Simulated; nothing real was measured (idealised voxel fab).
Process module under the name voxel transistor to metal
155 nm wide, 5 nm square cells: that's cross-section cut.
Notation: cross-section as square-cell grid; stated in bands, top first, going down; one or more cell rows per band.
Band: top height; bottom height; in nm. Then, left to right: material with width in nm, for each material. "everywhere": a single material spanning edge to edge. "air": empty space.
Heights are reckoned from 0. Under this level, the received wafer is all of one material. The bottommost band is open-ended downward, for example "0..down".
Quick explanation for "30..40": the width changes in equal steps down the rows of cells, from the first number in the band's top row to the second number in its bottom row.
"remains unaltered" for a step: no cell of the cross-section changed in that step.
Each empty space that has no open way to the top and spans at least 8 cells appears under "Completely enclosed voids" as width x height at distance, the distance counted from the left edge, all in nm.
Whatever follows a step's settings on its line is a remark the simulator itself makes about that step.
On any step carrying a mask, the "overlay nm" setting, if present on the step's line, tells how far right of its planned place the mask lay; negative values point to the left.
Read each pair as before and after one process step. The after cross-section shows only down to the lowest band that changed. The step between them and its settings are given below the pair. Pairs can come from different runs of this module on the same starting wafer. A pair continues from the pair above only where its "Pre-step profile" entry says so.

[Pre-step profile]
> 45..35: air (55) / SiN (45) / air (55)
> 35..20: air (55) / SiN (10) / SiO2 (5) / SiCN (15) / SiO2 (5) / SiN (10) / air (55)
> 20..10: air (55) / SiN (10) / SiO2 (5) / polySi (15) / SiO2 (5) / SiN (10) / air (55)
> 10..5: SiN (35) / air (20) / SiN (10) / SiO2 (5) / polySi (15) / SiO2 (5) / SiN (10) / air (20) / SiN (35)
> 5..0: SiN (65) / SiO2 (5) / polySi (15) / SiO2 (5) / SiN (65)
> 0..-5: SiO2 (25) / SiN (40) / SiO2 (5) / polySi (15) / SiO2 (5) / SiN (40) / SiO2 (25)
> -5..-10: SiO2 everywhere
> -10..-45: SiO2 (30) / Si (95) / SiO2 (30)
> -45..down: Si everywhere
> Completely enclosed voids: none

[Resulting Cross-Section]
> 40..35: air (55) / SiN (45) / air (55)
> 35..20: air (55) / SiN (10) / SiO2 (5) / SiCN (15) / SiO2 (5) / SiN (10) / air (55)
> 20..5: air (55) / SiN (10) / SiO2 (5) / polySi (15) / SiO2 (5) / SiN (10) / air (55)
> 5..0: SiN (35) / air (20) / SiN (10) / SiO2 (5) / polySi (15) / SiO2 (5) / SiN (10) / air (20) / SiN (35)
> Everything under 0 stays put, no change at all.
> Completely enclosed voids: none
The process step bridging the two cross-sections above: DIRECTIONAL_ETCH with etch materials SiN, depth nm 5

Pre-step profile: per the after cross-section of the pair just above.

[Resulting Cross-Section]
> 45..40: SiO2 everywhere
> 40..35: SiO2 (55) / SiN (45) / SiO2 (55)
> 35..20: SiO2 (55) / SiN (10) / SiO2 (5) / SiCN (15) / SiO2 (5) / SiN (10) / SiO2 (55)
> 20..5: SiO2 (55) / SiN (10) / SiO2 (5) / polySi (15) / SiO2 (5) / SiN (10) / SiO2 (55)
> 5..0: SiN (35) / SiO2 (20) / SiN (10) / SiO2 (5) / polySi (15) / SiO2 (5) / SiN (10) / SiO2 (20) / SiN (35)
> Everything under 0 stays put, no change at all.
> Completely enclosed voids: none
The process step bridging the two cross-sections above: FILL_DEP with material SiO2, thk nm 5

Pre-step profile: per the after cross-section of the pair just above.

[Resulting Cross-Section]
> 35..20: SiO2 (55) / SiN (10) / SiO2 (5) / SiCN (15) / SiO2 (5) / SiN (10) / SiO2 (55)
> Everything under 20 stays put, no change at all.
> Completely enclosed voids: none
The process step bridging the two cross-sections above: CMP with height nm 35

Pre-step profile: per the after cross-section of the pair just above.

[Resulting Cross-Section]
> 50..35: SiO2 everywhere
> Everything under 35 stays put, no change at all.
> Completely enclosed voids: none
The process step bridging the two cross-sections above: DIRECTIONAL_DEP with material SiO2, thk nm 15

Pre-step profile: per the after cross-section of the pair just above.

[Resulting Cross-Section]
> 70..50: resist (35) / air (20) / resist (45) / air (20) / resist (35)
> Everything under 50 stays put, no change at all.
> Completely enclosed voids: none
The process step bridging the two cross-sections above: PATTERN with tone open, mask id CONTACT, material resist, width nm 20, pitch nm 65, thk nm 20, overlay nm 0

Pre-step profile: per the after cross-section of the pair just above.

[Resulting Cross-Section]
> 70..50: resist (35) / air (20) / resist (45) / air (20) / resist (35)
> 50..35: SiO2 (35) / air (20) / SiO2 (45) / air (20) / SiO2 (35)
> 35..20: SiO2 (35) / air (20) / SiN (10) / SiO2 (5) / SiCN (15) / SiO2 (5) / SiN (10) / air (20) / SiO2 (35)
> 20..5: SiO2 (35) / air (20) / SiN (10) / SiO2 (5) / polySi (15) / SiO2 (5) / SiN (10) / air (20) / SiO2 (35)
> 5..0: SiN (35) / air (20) / SiN (10) / SiO2 (5) / polySi (15) / SiO2 (5) / SiN (10) / air (20) / SiN (35)
> Everything under 0 stays put, no change at all.
> Completely enclosed voids: none
The process step bridging the two cross-sections above: DIRECTIONAL_ETCH with etch materials SiO2, depth nm 50

Pre-step profile: per the after cross-section of the pair just above.

[Resulting Cross-Section]
> 50..35: SiO2 (35) / air (20) / SiO2 (45) / air (20) / SiO2 (35)
> Everything under 35 stays put, no change at all.
> Completely enclosed voids: none
The process step bridging the two cross-sections above: STRIP with etch materials resist

Pre-step profile: per the after cross-section of the pair just above.

[Resulting Cross-Section]
> 55..50: TiN (40) / air (10) / TiN (55) / air (10) / TiN (40)
> 50..35: SiO2 (35) / TiN (5) / air (10) / TiN (5) / SiO2 (45) / TiN (5) / air (10) / TiN (5) / SiO2 (35)
> 35..20: SiO2 (35) / TiN (5) / air (10) / TiN (5) / SiN (10) / SiO2 (5) / SiCN (15) / SiO2 (5) / SiN (10) / TiN (5) / air (10) / TiN (5) / SiO2 (35)
> 20..5: SiO2 (35) / TiN (5) / air (10) / TiN (5) / SiN (10) / SiO2 (5) / polySi (15) / SiO2 (5) / SiN (10) / TiN (5) / air (10) / TiN (5) / SiO2 (35)
> 5..0: SiN (35) / TiN (20) / SiN (10) / SiO2 (5) / polySi (15) / SiO2 (5) / SiN (10) / TiN (20) / SiN (35)
> Everything under 0 stays put, no change at all.
> Completely enclosed voids: none
The process step bridging the two cross-sections above: CONFORMAL_DEP with material TiN, thk nm 5

Pre-step profile: per the after cross-section of the pair just above.

[Resulting Cross-Section]
> 60..55: W everywhere
> 55..50: TiN (40) / W (10) / TiN (55) / W (10) / TiN (40)
> 50..35: SiO2 (35) / TiN (5) / W (10) / TiN (5) / SiO2 (45) / TiN (5) / W (10) / TiN (5) / SiO2 (35)
> 35..20: SiO2 (35) / TiN (5) / W (10) / TiN (5) / SiN (10) / SiO2 (5) / SiCN (15) / SiO2 (5) / SiN (10) / TiN (5) / W (10) / TiN (5) / SiO2 (35)
> 20..5: SiO2 (35) / TiN (5) / W (10) / TiN (5) / SiN (10) / SiO2 (5) / polySi (15) / SiO2 (5) / SiN (10) / TiN (5) / W (10) / TiN (5) / SiO2 (35)
> Everything under 5 stays put, no change at all.
> Completely enclosed voids: none
The process step bridging the two cross-sections above: FILL_DEP with material W, thk nm 5

Pre-step profile: per the after cross-section of the pair just above.

[Resulting Cross-Section]
> 50..35: SiO2 (35) / TiN (5) / W (10) / TiN (5) / SiO2 (45) / TiN (5) / W (10) / TiN (5) / SiO2 (35)
> Everything under 35 stays put, no change at all.
> Completely enclosed voids: none
The process step bridging the two cross-sections above: CMP with height nm 50

Pre-step profile: per the after cross-section of the pair just above.

[Resulting Cross-Section]
> 55..50: SiCN everywhere
> Everything under 50 stays put, no change at all.
> Completely enclosed voids: none
The process step bridging the two cross-sections above: CONFORMAL_DEP with material SiCN, thk nm 5

Pre-step profile: per the after cross-section of the pair just above.

[Resulting Cross-Section]
> 80..55: SiO2 everywhere
> Everything under 55 stays put, no change at all.
> Completely enclosed voids: none
The process step bridging the two cross-sections above: DIRECTIONAL_DEP with material SiO2, thk nm 25

Pre-step profile: per the after cross-section of the pair just above.

[Resulting Cross-Section]
> 95..80: resist (35) / air (20) / resist (45) / air (20) / resist (35)
> Everything under 80 stays put, no change at all.
> Completely enclosed voids: none
The process step bridging the two cross-sections above: PATTERN with tone open, mask id METAL_1, material resist, width nm 20, pitch nm 65, thk nm 15, overlay nm 0

Pre-step profile: per the after cross-section of the pair just above.

[Resulting Cross-Section]
> 95..80: resist (35) / air (20) / resist (45) / air (20) / resist (35)
> 80..55: SiO2 (35) / air (20) / SiO2 (45) / air (20) / SiO2 (35)
> Everything under 55 stays put, no change at all.
> Completely enclosed voids: none
The process step bridging the two cross-sections above: DIRECTIONAL_ETCH with etch materials SiO2, depth nm 25

Pre-step profile: per the after cross-section of the pair just above.

[Resulting Cross-Section]
> 95..80: resist (35) / air (20) / resist (45) / air (20) / resist (35)
> 80..55: SiO2 (35) / air (20) / SiO2 (45) / air (20) / SiO2 (35)
> 55..50: SiCN (35) / air (20) / SiCN (45) / air (20) / SiCN (35)
> Everything under 50 stays put, no change at all.
> Completely enclosed voids: none
The process step bridging the two cross-sections above: DIRECTIONAL_ETCH with etch materials SiCN, depth nm 5

Pre-step profile: per the after cross-section of the pair just above.

[Resulting Cross-Section]
> 80..55: SiO2 (35) / air (20) / SiO2 (45) / air (20) / SiO2 (35)
> Everything under 55 stays put, no change at all.
> Completely enclosed voids: none
The process step bridging the two cross-sections above: STRIP with etch materials resist

Pre-step profile: per the after cross-section of the pair just above.

[Resulting Cross-Section]
> 85..80: TiN (40) / air (10) / TiN (55) / air (10) / TiN (40)
> 80..55: SiO2 (35) / TiN (5) / air (10) / TiN (5) / SiO2 (45) / TiN (5) / air (10) / TiN (5) / SiO2 (35)
> 55..50: SiCN (35) / TiN (20) / SiCN (45) / TiN (20) / SiCN (35)
> Everything under 50 stays put, no change at all.
> Completely enclosed voids: none
The process step bridging the two cross-sections above: CONFORMAL_DEP with material TiN, thk nm 5

Pre-step profile: per the after cross-section of the pair just above.

[Resulting Cross-Section]
> 90..85: W everywhere
> 85..80: TiN (40) / W (10) / TiN (55) / W (10) / TiN (40)
> 80..55: SiO2 (35) / TiN (5) / W (10) / TiN (5) / SiO2 (45) / TiN (5) / W (10) / TiN (5) / SiO2 (35)
> Everything under 55 stays put, no change at all.
> Completely enclosed voids: none
The process step bridging the two cross-sections above: FILL_DEP with material W, thk nm 5

Pre-step profile: per the after cross-section of the pair just above.

[Resulting Cross-Section]
> 80..55: SiO2 (35) / TiN (5) / W (10) / TiN (5) / SiO2 (45) / TiN (5) / W (10) / TiN (5) / SiO2 (35)
> Everything under 55 stays put, no change at all.
> Completely enclosed voids: none
The process step bridging the two cross-sections above: CMP with height nm 80

Pre-step profile: per the after cross-section of the pair just above.

[Resulting Cross-Section]
> 85..80: air (30) / Ru (30) / air (35) / Ru (30) / air (30)
> Everything under 80 stays put, no change at all.
> Completely enclosed voids: none
The process step bridging the two cross-sections above: EPI with material Ru, thk nm 5

Pre-step profile: per the after cross-section of the pair just above.

[Resulting Cross-Section]
> 90..85: SiCN everywhere
> 85..80: SiCN (30) / Ru (30) / SiCN (35) / Ru (30) / SiCN (30)
> Everything under 80 stays put, no change at all.
> Completely enclosed voids: none
The process step bridging the two cross-sections above: FILL_DEP with material SiCN, thk nm 5

[Pre-step profile]
> 15..0: SiN everywhere
> 0..-5: SiO2 everywhere
> -5..down: Si everywhere
> Completely enclosed voids: none

[Resulting Cross-Section]
> 15..0: air (30) / SiN (100) / air (25)
> Everything under 0 stays put, no change at all.
> Completely enclosed voids: none
The process step bridging the two cross-sections above: MASKED_ETCH with tone cover, mask id ACTIVE, width nm 100, etch materials SiN, depth nm 15, overlay nm 0

Pre-step profile: per the after cross-section of the pair just above.

[Resulting Cross-Section]
> 15..0: air (30) / SiN (100) / air (25)
> 0..-5: air (25) / SiO2 (105) / air (25)
> Everything under -5 stays put, no change at all.
> Completely enclosed voids: none
The process step bridging the two cross-sections above: MASKED_ETCH with tone cover, mask id ACTIVE, width nm 105, etch materials SiO2, depth nm 5, overlay nm 0

Pre-step profile: per the after cross-section of the pair just above.

[Resulting Cross-Section]
> 15..0: air (30) / SiN (100) / air (25)
> 0..-5: air (25) / SiO2 (105) / air (25)
> -5..-40: air (25) / Si (105) / air (25)
> Everything under -40 stays put, no change at all.
> Completely enclosed voids: none
The process step bridging the two cross-sections above: MASKED_ETCH with tone cover, mask id ACTIVE, width nm 105, etch materials Si, depth nm 35, overlay nm 0

Pre-step profile: per the after cross-section of the pair just above.

[Resulting Cross-Section]
> 15..0: air (30) / SiN (100) / air (25)
> 0..-5: air (25) / SiO2 (105) / air (25)
> -5..-40: air (25) / SiO2 (5) / Si (95) / SiO2 (5) / air (25)
> -40..-45: SiO2 (30) / Si (95) / SiO2 (30)
> Everything under -45 stays put, no change at all.
> Completely enclosed voids: none
The process step bridging the two cross-sections above: OXIDIZE with depth nm 5

Pre-step profile: per the after cross-section of the pair just above.

[Resulting Cross-Section]
> 25..15: SiO2 everywhere
> 15..0: SiO2 (30) / SiN (100) / SiO2 (25)
> 0..-5: SiO2 everywhere
> -5..-45: SiO2 (30) / Si (95) / SiO2 (30)
> Everything under -45 stays put, no change at all.
> Completely enclosed voids: none
The process step bridging the two cross-sections above: FILL_DEP with material SiO2, thk nm 10

Pre-step profile: per the after cross-section of the pair just above.

[Resulting Cross-Section]
> 15..0: SiO2 (30) / SiN (100) / SiO2 (25)
> Everything under 0 stays put, no change at all.
> Completely enclosed voids: none
The process step bridging the two cross-sections above: CMP with height nm 15

Pre-step profile: per the after cross-section of the pair just above.

[Resulting Cross-Section]
> 15..5: air (30) / SiN (100) / air (25)
> Everything under 5 stays put, no change at all.
> Completely enclosed voids: none
The process step bridging the two cross-sections above: SELECTIVE_ETCH with etch materials SiO2, depth nm 10

Pre-step profile: per the after cross-section of the pair just above.

[Resulting Cross-Section]
> 5..0: SiO2 (30) / air (100) / SiO2 (25)
> Everything under 0 stays put, no change at all.
> Completely enclosed voids: none
The process step bridging the two cross-sections above: STRIP with etch materials SiN

Pre-step profile: per the after cross-section of the pair just above.

[Resulting Cross-Section]
> 0..-5: SiO2 (25) / air (110) / SiO2 (20)
> Everything under -5 stays put, no change at all.
> Completely enclosed voids: none
The process step bridging the two cross-sections above: SELECTIVE_ETCH with etch materials SiO2, depth nm 5

Pre-step profile: per the after cross-section of the pair just above.

[Resulting Cross-Section]
> 0..-5: SiO2 (25) / air (110) / SiO2 (20)
> -5..-10: SiO2 everywhere
> Everything under -10 stays put, no change at all.
> Completely enclosed voids: none
The process step bridging the two cross-sections above: OXIDIZE with depth nm 5

Pre-step profile: per the after cross-section of the pair just above.

[Resulting Cross-Section]
> 25..20: polySi (25) / air (110) / polySi (20)
> 20..0: polySi everywhere
> 0..-5: SiO2 (25) / polySi (110) / SiO2 (20)
> Everything under -5 stays put, no change at all.
> Completely enclosed voids: none
The process step bridging the two cross-sections above: DIRECTIONAL_DEP with material polySi, thk nm 25

Pre-step profile: per the after cross-section of the pair just above.

[Resulting Cross-Section]
> 40..35: SiCN (25) / air (110) / SiCN (20)
> 35..25: SiCN everywhere
> 25..20: polySi (25) / SiCN (110) / polySi (20)
> Everything under 20 stays put, no change at all.
> Completely enclosed voids: none
The process step bridging the two cross-sections above: DIRECTIONAL_DEP with material SiCN, thk nm 15

Pre-step profile: per the after cross-section of the pair just above.

[Resulting Cross-Section]
> 50..45: aC (25) / air (110) / aC (20)
> 45..40: aC everywhere
> 40..35: SiCN (25) / aC (110) / SiCN (20)
> Everything under 35 stays put, no change at all.
> Completely enclosed voids: none
The process step bridging the two cross-sections above: DIRECTIONAL_DEP with material aC, thk nm 10

Pre-step profile: per the after cross-section of the pair just above.

[Resulting Cross-Section]
> 75..50: air (70) / resist (15) / air (70)
> 50..45: aC (25) / air (45) / resist (15) / air (50) / aC (20)
> Everything under 45 stays put, no change at all.
> Completely enclosed voids: none
The process step bridging the two cross-sections above: PATTERN with tone cover, mask id GATE, material resist, width nm 15, thk nm 25, overlay nm 0

Pre-step profile: per the after cross-section of the pair just above.

[Resulting Cross-Section]
> 65..45: air (70) / resist (15) / air (70)
> 45..40: air (70) / aC (15) / air (70)
> 40..35: SiCN (25) / air (45) / aC (15) / air (50) / SiCN (20)
> Everything under 35 stays put, no change at all.
> Completely enclosed voids: none
The process step bridging the two cross-sections above: DIRECTIONAL_ETCH with etch materials aC, depth nm 10

Pre-step profile: per the after cross-section of the pair just above.

[Resulting Cross-Section]
> 45..40: air (70) / aC (15) / air (70)
> Everything under 40 stays put, no change at all.
> Completely enclosed voids: none
The process step bridging the two cross-sections above: STRIP with etch materials resist

Pre-step profile: per the after cross-section of the pair just above.

[Resulting Cross-Section]
> 45..35: air (70) / aC (15) / air (70)
> 35..25: air (70) / SiCN (15) / air (70)
> 25..20: polySi (25) / air (45) / SiCN (15) / air (50) / polySi (20)
> Everything under 20 stays put, no change at all.
> Completely enclosed voids: none
The process step bridging the two cross-sections above: DIRECTIONAL_ETCH with etch materials SiCN, depth nm 25

Pre-step profile: per the after cross-section of the pair just above.

[Resulting Cross-Section]
> 45..35: air (70) / aC (15) / air (70)
> 35..20: air (70) / SiCN (15) / air (70)
> 20..0: air (70) / polySi (15) / air (70)
> 0..-5: SiO2 (25) / air (45) / polySi (15) / air (50) / SiO2 (20)
> Everything under -5 stays put, no change at all.
> Completely enclosed voids: none
The process step bridging the two cross-sections above: DIRECTIONAL_ETCH with etch materials polySi, depth nm 35

Pre-step profile: per the after cross-section of the pair just above.

[Resulting Cross-Section]
> 35..20: air (70) / SiCN (15) / air (70)
> Everything under 20 stays put, no change at all.
> Completely enclosed voids: none
The process step bridging the two cross-sections above: STRIP with etch materials aC

Pre-step profile: per the after cross-section of the pair just above.

[Resulting Cross-Section]
> 40..35: air (65) / SiO2 (25) / air (65)
> 35..20: air (65) / SiO2 (5) / SiCN (15) / SiO2 (5) / air (65)
> 20..5: air (65) / SiO2 (5) / polySi (15) / SiO2 (5) / air (65)
> 5..0: SiO2 (30) / air (35) / SiO2 (5) / polySi (15) / SiO2 (5) / air (40) / SiO2 (25)
> 0..-5: SiO2 (70) / polySi (15) / SiO2 (70)
> Everything under -5 stays put, no change at all.
> Completely enclosed voids: none
The process step bridging the two cross-sections above: CONFORMAL_DEP with material SiO2, thk nm 5

Pre-step profile: per the after cross-section of the pair just above.

[Resulting Cross-Section]
> 35..20: air (65) / SiO2 (5) / SiCN (15) / SiO2 (5) / air (65)
> 20..0: air (65) / SiO2 (5) / polySi (15) / SiO2 (5) / air (65)
> 0..-5: SiO2 (30) / air (35) / SiO2 (5) / polySi (15) / SiO2 (5) / air (40) / SiO2 (25)
> Everything under -5 stays put, no change at all.
> Completely enclosed voids: none
The process step bridging the two cross-sections above: DIRECTIONAL_ETCH with etch materials SiO2, depth nm 5

Pre-step profile: per the after cross-section of the pair just above.

[Resulting Cross-Section]
> 45..35: air (55) / SiN (45) / air (55)
> 35..20: air (55) / SiN (10) / SiO2 (5) / SiCN (15) / SiO2 (5) / SiN (10) / air (55)
> 20..10: air (55) / SiN (10) / SiO2 (5) / polySi (15) / SiO2 (5) / SiN (10) / air (55)
> 10..5: SiN (40) / air (15) / SiN (10) / SiO2 (5) / polySi (15) / SiO2 (5) / SiN (10) / air (20) / SiN (35)
> 5..0: SiN (65) / SiO2 (5) / polySi (15) / SiO2 (5) / SiN (65)
> 0..-5: SiO2 (30) / SiN (35) / SiO2 (5) / polySi (15) / SiO2 (5) / SiN (40) / SiO2 (25)
> Everything under -5 stays put, no change at all.
> Completely enclosed voids: none
The process step bridging the two cross-sections above: CONFORMAL_DEP with material SiN, thk nm 10

Pre-step profile: per the after cross-section of the pair just above.

[Resulting Cross-Section]
> 35..20: air (55) / SiN (10) / SiO2 (5) / SiCN (15) / SiO2 (5) / SiN (10) / air (55)
> 20..0: air (55) / SiN (10) / SiO2 (5) / polySi (15) / SiO2 (5) / SiN (10) / air (55)
> 0..-5: SiO2 (30) / SiN (10) / air (15) / SiN (10) / SiO2 (5) / polySi (15) / SiO2 (5) / SiN (10) / air (20) / SiN (10) / SiO2 (25)
> Everything under -5 stays put, no change at all.
> Completely enclosed voids: none
The process step bridging the two cross-sections above: DIRECTIONAL_ETCH with etch materials SiN, depth nm 10

Pre-step profile: per the after cross-section of the pair just above.

[Resulting Cross-Section]
> 35..30: air (55) / SiN (10) / air (5) / SiCN (15) / air (5) / SiN (10) / air (55)
> 30..20: air (55) / SiN (10) / SiO2 (5) / SiCN (15) / SiO2 (5) / SiN (10) / air (55)
> 20..0: air (55) / SiN (10) / SiO2 (5) / polySi (15) / SiO2 (5) / SiN (10) / air (55)
> 0..-5: air (30) / SiN (10) / air (15) / SiN (10) / SiO2 (5) / polySi (15) / SiO2 (5) / SiN (10) / air (20) / SiN (10) / air (25)
> -5..-10: SiO2 (40) / air (15) / SiO2 (45) / air (20) / SiO2 (35)
> Everything under -10 stays put, no change at all.
> Completely enclosed voids: none
The process step bridging the two cross-sections above: DIRECTIONAL_ETCH with etch materials SiO2, depth nm 5

Pre-step profile: per the after cross-section of the pair just above.

[Resulting Cross-Section]
> 35..30: air (55) / SiN (10) / air (5) / SiCN (15) / air (5) / SiN (10) / air (55)
> 30..20: air (55) / SiN (10) / SiO2 (5) / SiCN (15) / SiO2 (5) / SiN (10) / air (55)
> 20..0: air (55) / SiN (10) / SiO2 (5) / polySi (15) / SiO2 (5) / SiN (10) / air (55)
> 0..-5: air (30) / SiN (10) / air (15) / SiN (10) / SiO2 (5) / polySi (15) / SiO2 (5) / SiN (10) / air (20) / SiN (10) / air (25)
> -5..-10: SiO2 (40) / air (15) / SiO2 (45) / air (20) / SiO2 (35)
> -10..-15: SiO2 (30) / Si (10) / air (15) / Si (45) / air (20) / Si (5) / SiO2 (30)
> Everything under -15 stays put, no change at all.
> Completely enclosed voids: none
The process step bridging the two cross-sections above: DIRECTIONAL_ETCH with etch materials Si, depth nm 5

Pre-step profile: per the after cross-section of the pair just above.

[Resulting Cross-Section]
> 35..30: air (55) / SiN (10) / air (5) / SiCN (15) / air (5) / SiN (10) / air (55)
> 30..20: air (55) / SiN (10) / SiO2 (5) / SiCN (15) / SiO2 (5) / SiN (10) / air (55)
> 20..0: air (55) / SiN (10) / SiO2 (5) / polySi (15) / SiO2 (5) / SiN (10) / air (55)
> 0..-5: air (30) / SiN (10) / pSi (15) / SiN (10) / SiO2 (5) / polySi (15) / SiO2 (5) / SiN (10) / pSi (20) / SiN (10) / air (25)
> -5..-10: SiO2 (40) / pSi (15) / SiO2 (45) / pSi (20) / SiO2 (35)
> -10..-15: SiO2 (30) / Si (10) / pSi (15) / Si (45) / pSi (20) / Si (5) / SiO2 (30)
> Everything under -15 stays put, no change at all.
> Completely enclosed voids: none
The process step bridging the two cross-sections above: EPI with material pSi, thk nm 10

Pre-step profile: per the after cross-section of the pair just above.

[Resulting Cross-Section]
> 40..35: SiO2 everywhere
> 35..20: SiO2 (55) / SiN (10) / SiO2 (5) / SiCN (15) / SiO2 (5) / SiN (10) / SiO2 (55)
> 20..0: SiO2 (55) / SiN (10) / SiO2 (5) / polySi (15) / SiO2 (5) / SiN (10) / SiO2 (55)
> 0..-5: SiO2 (30) / SiN (10) / pSi (15) / SiN (10) / SiO2 (5) / polySi (15) / SiO2 (5) / SiN (10) / pSi (20) / SiN (10) / SiO2 (25)
> Everything under -5 stays put, no change at all.
> Completely enclosed voids: none
The process step bridging the two cross-sections above: FILL_DEP with material SiO2, thk nm 5

Pre-step profile: per the after cross-section of the pair just above.

[Resulting Cross-Section]
> 35..20: SiO2 (55) / SiN (10) / SiO2 (5) / SiCN (15) / SiO2 (5) / SiN (10) / SiO2 (55)
> Everything under 20 stays put, no change at all.
> Completely enclosed voids: none
The process step bridging the two cross-sections above: CMP with height nm 35

Pre-step profile: per the after cross-section of the pair just above.

[Resulting Cross-Section]
> 50..35: SiO2 everywhere
> Everything under 35 stays put, no change at all.
> Completely enclosed voids: none
The process step bridging the two cross-sections above: DIRECTIONAL_DEP with material SiO2, thk nm 15

Pre-step profile: per the after cross-section of the pair just above.

[Resulting Cross-Section]
> 70..50: resist (35) / air (20) / resist (45) / air (20) / resist (35)
> Everything under 50 stays put, no change at all.
> Completely enclosed voids: none
The process step bridging the two cross-sections above: PATTERN with tone open, mask id CONTACT, material resist, width nm 20, pitch nm 65, thk nm 20, overlay nm 0

Pre-step profile: per the after cross-section of the pair just above.

[Resulting Cross-Section]
> 70..50: resist (35) / air (20) / resist (45) / air (20) / resist (35)
> 50..35: SiO2 (35) / air (20) / SiO2 (45) / air (20) / SiO2 (35)
> 35..20: SiO2 (35) / air (20) / SiN (10) / SiO2 (5) / SiCN (15) / SiO2 (5) / SiN (10) / air (20) / SiO2 (35)
> 20..0: SiO2 (35) / air (20) / SiN (10) / SiO2 (5) / polySi (15) / SiO2 (5) / SiN (10) / air (20) / SiO2 (35)
> Everything under 0 stays put, no change at all.
> Completely enclosed voids: none
The process step bridging the two cross-sections above: DIRECTIONAL_ETCH with etch materials SiO2, depth nm 50

Pre-step profile: per the after cross-section of the pair just above.

[Resulting Cross-Section]
> 50..35: SiO2 (35) / air (20) / SiO2 (45) / air (20) / SiO2 (35)
> Everything under 35 stays put, no change at all.
> Completely enclosed voids: none
The process step bridging the two cross-sections above: STRIP with etch materials resist

Pre-step profile: per the after cross-section of the pair just above.

[Resulting Cross-Section]
> 55..50: TiN (40) / air (10) / TiN (55) / air (10) / TiN (40)
> 50..35: SiO2 (35) / TiN (5) / air (10) / TiN (5) / SiO2 (45) / TiN (5) / air (10) / TiN (5) / SiO2 (35)
> 35..20: SiO2 (35) / TiN (5) / air (10) / TiN (5) / SiN (10) / SiO2 (5) / SiCN (15) / SiO2 (5) / SiN (10) / TiN (5) / air (10) / TiN (5) / SiO2 (35)
> 20..5: SiO2 (35) / TiN (5) / air (10) / TiN (5) / SiN (10) / SiO2 (5) / polySi (15) / SiO2 (5) / SiN (10) / TiN (5) / air (10) / TiN (5) / SiO2 (35)
> 5..0: SiO2 (35) / TiN (20) / SiN (10) / SiO2 (5) / polySi (15) / SiO2 (5) / SiN (10) / TiN (20) / SiO2 (35)
> Everything under 0 stays put, no change at all.
> Completely enclosed voids: none
The process step bridging the two cross-sections above: CONFORMAL_DEP with material TiN, thk nm 5

Pre-step profile: per the after cross-section of the pair just above.

[Resulting Cross-Section]
> 60..55: W everywhere
> 55..50: TiN (40) / W (10) / TiN (55) / W (10) / TiN (40)
> 50..35: SiO2 (35) / TiN (5) / W (10) / TiN (5) / SiO2 (45) / TiN (5) / W (10) / TiN (5) / SiO2 (35)
> 35..20: SiO2 (35) / TiN (5) / W (10) / TiN (5) / SiN (10) / SiO2 (5) / SiCN (15) / SiO2 (5) / SiN (10) / TiN (5) / W (10) / TiN (5) / SiO2 (35)
> 20..5: SiO2 (35) / TiN (5) / W (10) / TiN (5) / SiN (10) / SiO2 (5) / polySi (15) / SiO2 (5) / SiN (10) / TiN (5) / W (10) / TiN (5) / SiO2 (35)
> Everything under 5 stays put, no change at all.
> Completely enclosed voids: none
The process step bridging the two cross-sections above: FILL_DEP with material W, thk nm 5

Pre-step profile: per the after cross-section of the pair just above.

[Resulting Cross-Section]
> 50..35: SiO2 (35) / TiN (5) / W (10) / TiN (5) / SiO2 (45) / TiN (5) / W (10) / TiN (5) / SiO2 (35)
> Everything under 35 stays put, no change at all.
> Completely enclosed voids: none
The process step bridging the two cross-sections above: CMP with height nm 50

Pre-step profile: per the after cross-section of the pair just above.

[Resulting Cross-Section]
> 55..50: SiCN everywhere
> Everything under 50 stays put, no change at all.
> Completely enclosed voids: none
The process step bridging the two cross-sections above: CONFORMAL_DEP with material SiCN, thk nm 5

Pre-step profile: per the after cross-section of the pair just above.

[Resulting Cross-Section]
> 80..55: SiO2 everywhere
> Everything under 55 stays put, no change at all.
> Completely enclosed voids: none
The process step bridging the two cross-sections above: DIRECTIONAL_DEP with material SiO2, thk nm 25

Pre-step profile: per the after cross-section of the pair just above.

[Resulting Cross-Section]
> 95..80: resist (35) / air (20) / resist (45) / air (20) / resist (35)
> Everything under 80 stays put, no change at all.
> Completely enclosed voids: none
The process step bridging the two cross-sections above: PATTERN with tone open, mask id METAL_1, material resist, width nm 20, pitch nm 65, thk nm 15, overlay nm 0

Pre-step profile: per the after cross-section of the pair just above.

[Resulting Cross-Section]
> 95..80: resist (35) / air (20) / resist (45) / air (20) / resist (35)
> 80..55: SiO2 (35) / air (20) / SiO2 (45) / air (20) / SiO2 (35)
> Everything under 55 stays put, no change at all.
> Completely enclosed voids: none
The process step bridging the two cross-sections above: DIRECTIONAL_ETCH with etch materials SiO2, depth nm 25

Pre-step profile: per the after cross-section of the pair just above.

[Resulting Cross-Section]
> 95..80: resist (35) / air (20) / resist (45) / air (20) / resist (35)
> 80..55: SiO2 (35) / air (20) / SiO2 (45) / air (20) / SiO2 (35)
> 55..50: SiCN (35) / air (20) / SiCN (45) / air (20) / SiCN (35)
> Everything under 50 stays put, no change at all.
> Completely enclosed voids: none
The process step bridging the two cross-sections above: DIRECTIONAL_ETCH with etch materials SiCN, depth nm 5

Pre-step profile: per the after cross-section of the pair just above.

[Resulting Cross-Section]
> 80..55: SiO2 (35) / air (20) / SiO2 (45) / air (20) / SiO2 (35)
> Everything under 55 stays put, no change at all.
> Completely enclosed voids: none
The process step bridging the two cross-sections above: STRIP with etch materials resist

Pre-step profile: per the after cross-section of the pair just above.

[Resulting Cross-Section]
> 85..80: TiN (40) / air (10) / TiN (55) / air (10) / TiN (40)
> 80..55: SiO2 (35) / TiN (5) / air (10) / TiN (5) / SiO2 (45) / TiN (5) / air (10) / TiN (5) / SiO2 (35)
> 55..50: SiCN (35) / TiN (20) / SiCN (45) / TiN (20) / SiCN (35)
> Everything under 50 stays put, no change at all.
> Completely enclosed voids: none
The process step bridging the two cross-sections above: CONFORMAL_DEP with material TiN, thk nm 5

Pre-step profile: per the after cross-section of the pair just above.

[Resulting Cross-Section]
> 90..85: W everywhere
> 85..80: TiN (40) / W (10) / TiN (55) / W (10) / TiN (40)
> 80..55: SiO2 (35) / TiN (5) / W (10) / TiN (5) / SiO2 (45) / TiN (5) / W (10) / TiN (5) / SiO2 (35)
> Everything under 55 stays put, no change at all.
> Completely enclosed voids: none
The process step bridging the two cross-sections above: FILL_DEP with material W, thk nm 5
